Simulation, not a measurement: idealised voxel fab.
The document below concerns the process module designated voxel quadruple lines.
Section cut is 230 nm wide and gridded with 5 nm square cells.
In what follows, cross-sections appear as grids of square cells, described through bands that run from the top down, where every band is one or more rows of cells. Band: top height; bottom height; in nm. Then, left to right: material with width in nm, for each material. "throughout": a single material spanning edge to edge. "blank": empty space. The reference from which all heights are counted is 0, the level beneath which the as-received wafer is entirely one material; the lowest band, having no lower bound, proceeds downward and is written after the example "0 down". Width spec "30 to 40" -> top row of cells at first value, bottom row at second value, equal per-row change in between. You'll sometimes find "no modifications" written for a step, and that's the way of saying that nowhere in the cross-section did a cell change during that step. "Closed empty spaces" enumerates empty spaces isolated from the top, with no open way to it, that contain at least 8 cells, giving each as width x height at distance from the left edge, all three in nm. Post-settings text on a step line: simulator's own remark regarding the step. overlay nm: how far to the right of its planned place the mask lay on this masked step (negative: to the left).

The following list gives the planned process steps:
1: RECEIVE | material Si
2: CONFORMAL_DEP | material SiO2 | thk nm 10
3: DIRECTIONAL_DEP | material Ru | thk nm 10
4: DIRECTIONAL_DEP | material polySi | thk nm 20
5: DIRECTIONAL_DEP | material aC | thk nm 20
6: PATTERN | tone cover | mask id MANDREL | material resist | width nm 35 | pitch nm 100 | thk nm 30 | overlay nm 0
7: DIRECTIONAL_ETCH | etch materials aC | depth nm 20
8: STRIP | etch materials resist
9: CONFORMAL_DEP | material SiO2 | thk nm 15
10: DIRECTIONAL_ETCH | etch materials SiO2 | depth nm 15
11: STRIP | etch materials aC
12: DIRECTIONAL_ETCH | etch materials polySi | depth nm 20
13: STRIP | etch materials SiO2
14: CONFORMAL_DEP | material SiN | thk nm 10
15: DIRECTIONAL_ETCH | etch materials SiN | depth nm 10
16: STRIP | etch materials polySi
17: DIRECTIONAL_ETCH | etch materials Ru | depth nm 10
18: STRIP | etch materials SiN

Below: the first of two wafers, run as planned:

Wafer as received: cross-section following step 1:
> 0 down | Si throughout
> Closed empty spaces: none

State of the wafer after step 2, shown in cross-section:
> 10 to 0 | SiO2 throughout
> All layers under 0 are left as they were.

State of the wafer after step 3, shown in cross-section:
> 20 to 10 | Ru throughout
> All layers under 10 are left as they were.

State of the wafer after step 4, shown in cross-section:
> 40 to 20 | polySi throughout
> All layers under 20 are left as they were.

State of the wafer after step 5, shown in cross-section:
> 60 to 40 | aC throughout
> All layers under 40 are left as they were.

State of the wafer after step 6, shown in cross-section:
> 90 to 60 | 45 of blank, 35 of resist, 65 of blank, 35 of resist, 50 of blank
> All layers under 60 are left as they were.

State of the wafer after step 7, shown in cross-section:
> 70 to 60 | 45 of blank, 35 of resist, 65 of blank, 35 of resist, 50 of blank
> 60 to 40 | 45 of blank, 35 of aC, 65 of blank, 35 of aC, 50 of blank
> All layers under 40 are left as they were.

State of the wafer after step 8, shown in cross-section:
> 60 to 40 | 45 of blank, 35 of aC, 65 of blank, 35 of aC, 50 of blank
> All layers under 40 are left as they were.

State of the wafer after step 9, shown in cross-section:
> 75 to 60 | 30 of blank, 65 of SiO2, 35 of blank, 65 of SiO2, 35 of blank
> 60 to 55 | 30 of blank, 15 of SiO2, 35 of aC, 15 of SiO2, 35 of blank, 15 of SiO2, 35 of aC, 15 of SiO2, 35 of blank
> 55 to 40 | 45 of SiO2, 35 of aC, 65 of SiO2, 35 of aC, 50 of SiO2
> All layers under 40 are left as they were.

State of the wafer after step 10, shown in cross-section:
> 60 to 40 | 30 of blank, 15 of SiO2, 35 of aC, 15 of SiO2, 35 of blank, 15 of SiO2, 35 of aC, 15 of SiO2, 35 of blank
> All layers under 40 are left as they were.

State of the wafer after step 11, shown in cross-section:
> 60 to 40 | 30 of blank, 15 of SiO2, 35 of blank, 15 of SiO2, 35 of blank, 15 of SiO2, 35 of blank, 15 of SiO2, 35 of blank
> All layers under 40 are left as they were.

State of the wafer after step 12, shown in cross-section:
> 60 to 40 | 30 of blank, 15 of SiO2, 35 of blank, 15 of SiO2, 35 of blank, 15 of SiO2, 35 of blank, 15 of SiO2, 35 of blank
> 40 to 20 | 30 of blank, 15 of polySi, 35 of blank, 15 of polySi, 35 of blank, 15 of polySi, 35 of blank, 15 of polySi, 35 of blank
> All layers under 20 are left as they were.

State of the wafer after step 13, shown in cross-section:
> 40 to 20 | 30 of blank, 15 of polySi, 35 of blank, 15 of polySi, 35 of blank, 15 of polySi, 35 of blank, 15 of polySi, 35 of blank
> All layers under 20 are left as they were.

State of the wafer after step 14, shown in cross-section:
> 50 to 40 | 20 of blank, 35 of SiN, 15 of blank, 35 of SiN, 15 of blank, 35 of SiN, 15 of blank, 35 of SiN, 25 of blank
> 40 to 30 | 20 of blank, 10 of SiN, 15 of polySi, 10 of SiN, 15 of blank, 10 of SiN, 15 of polySi, 10 of SiN, 15 of blank, 10 of SiN, 15 of polySi, 10 of SiN, 15 of blank, 10 of SiN, 15 of polySi, 10 of SiN, 25 of blank
> 30 to 20 | 30 of SiN, 15 of polySi, 35 of SiN, 15 of polySi, 35 of SiN, 15 of polySi, 35 of SiN, 15 of polySi, 35 of SiN
> All layers under 20 are left as they were.

State of the wafer after step 15, shown in cross-section:
> 40 to 20 | 20 of blank, 10 of SiN, 15 of polySi, 10 of SiN, 15 of blank, 10 of SiN, 15 of polySi, 10 of SiN, 15 of blank, 10 of SiN, 15 of polySi, 10 of SiN, 15 of blank, 10 of SiN, 15 of polySi, 10 of SiN, 25 of blank
> All layers under 20 are left as they were.

State of the wafer after step 16, shown in cross-section:
> 40 to 20 | 20 of blank, 10 of SiN, 15 of blank, 10 of SiN, 15 of blank, 10 of SiN, 15 of blank, 10 of SiN, 15 of blank, 10 of SiN, 15 of blank, 10 of SiN, 15 of blank, 10 of SiN, 15 of blank, 10 of SiN, 25 of blank
> All layers under 20 are left as they were.

State of the wafer after step 17, shown in cross-section:
> 40 to 20 | 20 of blank, 10 of SiN, 15 of blank, 10 of SiN, 15 of blank, 10 of SiN, 15 of blank, 10 of SiN, 15 of blank, 10 of SiN, 15 of blank, 10 of SiN, 15 of blank, 10 of SiN, 15 of blank, 10 of SiN, 25 of blank
> 20 to 10 | 20 of blank, 10 of Ru, 15 of blank, 10 of Ru, 15 of blank, 10 of Ru, 15 of blank, 10 of Ru, 15 of blank, 10 of Ru, 15 of blank, 10 of Ru, 15 of blank, 10 of Ru, 15 of blank, 10 of Ru, 25 of blank
> All layers under 10 are left as they were.

State of the wafer after step 18, shown in cross-section:
> 20 to 10 | 20 of blank, 10 of Ru, 15 of blank, 10 of Ru, 15 of blank, 10 of Ru, 15 of blank, 10 of Ru, 15 of blank, 10 of Ru, 15 of blank, 10 of Ru, 15 of blank, 10 of Ru, 15 of blank, 10 of Ru, 25 of blank
> All layers under 10 are left as they were.

Second wafer. Start and plan as for the first. One mistake made in running. Agrees with the first up to and including step 8:

At the planned end of step 9, the second wafer in cross-section:
> 65 to 60 | 40 of blank, 45 of SiO2, 55 of blank, 45 of SiO2, 45 of blank
> 60 to 45 | 40 of blank, 5 of SiO2, 35 of aC, 5 of SiO2, 55 of blank, 5 of SiO2, 35 of aC, 5 of SiO2, 45 of blank
> 45 to 40 | 45 of SiO2, 35 of aC, 65 of SiO2, 35 of aC, 50 of SiO2
> All layers under 40 are left as they were.

At the planned end of step 10, the second wafer in cross-section:
> 60 to 50 | 45 of blank, 35 of aC, 65 of blank, 35 of aC, 50 of blank
> 50 to 40 | 40 of blank, 5 of SiO2, 35 of aC, 5 of SiO2, 55 of blank, 5 of SiO2, 35 of aC, 5 of SiO2, 45 of blank
> All layers under 40 are left as they were.

At the planned end of step 11, the second wafer in cross-section:
> 50 to 40 | 40 of blank, 5 of SiO2, 35 of blank, 5 of SiO2, 55 of blank, 5 of SiO2, 35 of blank, 5 of SiO2, 45 of blank
> All layers under 40 are left as they were.

At the planned end of step 12, the second wafer in cross-section:
> 50 to 40 | 40 of blank, 5 of SiO2, 35 of blank, 5 of SiO2, 55 of blank, 5 of SiO2, 35 of blank, 5 of SiO2, 45 of blank
> 40 to 20 | 40 of blank, 5 of polySi, 35 of blank, 5 of polySi, 55 of blank, 5 of polySi, 35 of blank, 5 of polySi, 45 of blank
> All layers under 20 are left as they were.

At the planned end of step 13, the second wafer in cross-section:
> 40 to 20 | 40 of blank, 5 of polySi, 35 of blank, 5 of polySi, 55 of blank, 5 of polySi, 35 of blank, 5 of polySi, 45 of blank
> All layers under 20 are left as they were.

At the planned end of step 14, the second wafer in cross-section:
> 50 to 40 | 30 of blank, 25 of SiN, 15 of blank, 25 of SiN, 35 of blank, 25 of SiN, 15 of blank, 25 of SiN, 35 of blank
> 40 to 30 | 30 of blank, 10 of SiN, 5 of polySi, 10 of SiN, 15 of blank, 10 of SiN, 5 of polySi, 10 of SiN, 35 of blank, 10 of SiN, 5 of polySi, 10 of SiN, 15 of blank, 10 of SiN, 5 of polySi, 10 of SiN, 35 of blank
> 30 to 20 | 40 of SiN, 5 of polySi, 35 of SiN, 5 of polySi, 55 of SiN, 5 of polySi, 35 of SiN, 5 of polySi, 45 of SiN
> All layers under 20 are left as they were.

At the planned end of step 15, the second wafer in cross-section:
> 40 to 20 | 30 of blank, 10 of SiN, 5 of polySi, 10 of SiN, 15 of blank, 10 of SiN, 5 of polySi, 10 of SiN, 35 of blank, 10 of SiN, 5 of polySi, 10 of SiN, 15 of blank, 10 of SiN, 5 of polySi, 10 of SiN, 35 of blank
> All layers under 20 are left as they were.

At the planned end of step 16, the second wafer in cross-section:
> 40 to 20 | 30 of blank, 10 of SiN, 5 of blank, 10 of SiN, 15 of blank, 10 of SiN, 5 of blank, 10 of SiN, 35 of blank, 10 of SiN, 5 of blank, 10 of SiN, 15 of blank, 10 of SiN, 5 of blank, 10 of SiN, 35 of blank
> All layers under 20 are left as they were.

At the planned end of step 17, the second wafer in cross-section:
> 40 to 20 | 30 of blank, 10 of SiN, 5 of blank, 10 of SiN, 15 of blank, 10 of SiN, 5 of blank, 10 of SiN, 35 of blank, 10 of SiN, 5 of blank, 10 of SiN, 15 of blank, 10 of SiN, 5 of blank, 10 of SiN, 35 of blank
> 20 to 10 | 30 of blank, 10 of Ru, 5 of blank, 10 of Ru, 15 of blank, 10 of Ru, 5 of blank, 10 of Ru, 35 of blank, 10 of Ru, 5 of blank, 10 of Ru, 15 of blank, 10 of Ru, 5 of blank, 10 of Ru, 35 of blank
> All layers under 10 are left as they were.

At the planned end of step 18, the second wafer in cross-section:
> 20 to 10 | 30 of blank, 10 of Ru, 5 of blank, 10 of Ru, 15 of blank, 10 of Ru, 5 of blank, 10 of Ru, 35 of blank, 10 of Ru, 5 of blank, 10 of Ru, 15 of blank, 10 of Ru, 5 of blank, 10 of Ru, 35 of blank
> All layers under 10 are left as they were.
Nonconformance to the process plan: step 9 was not run as planned; what actually ran was CONFORMAL_DEP | material SiO2 | thk nm 5
Comparing end states, the material composition by cell count is preserved from the first wafer to the second, while the locations of the cells are not.
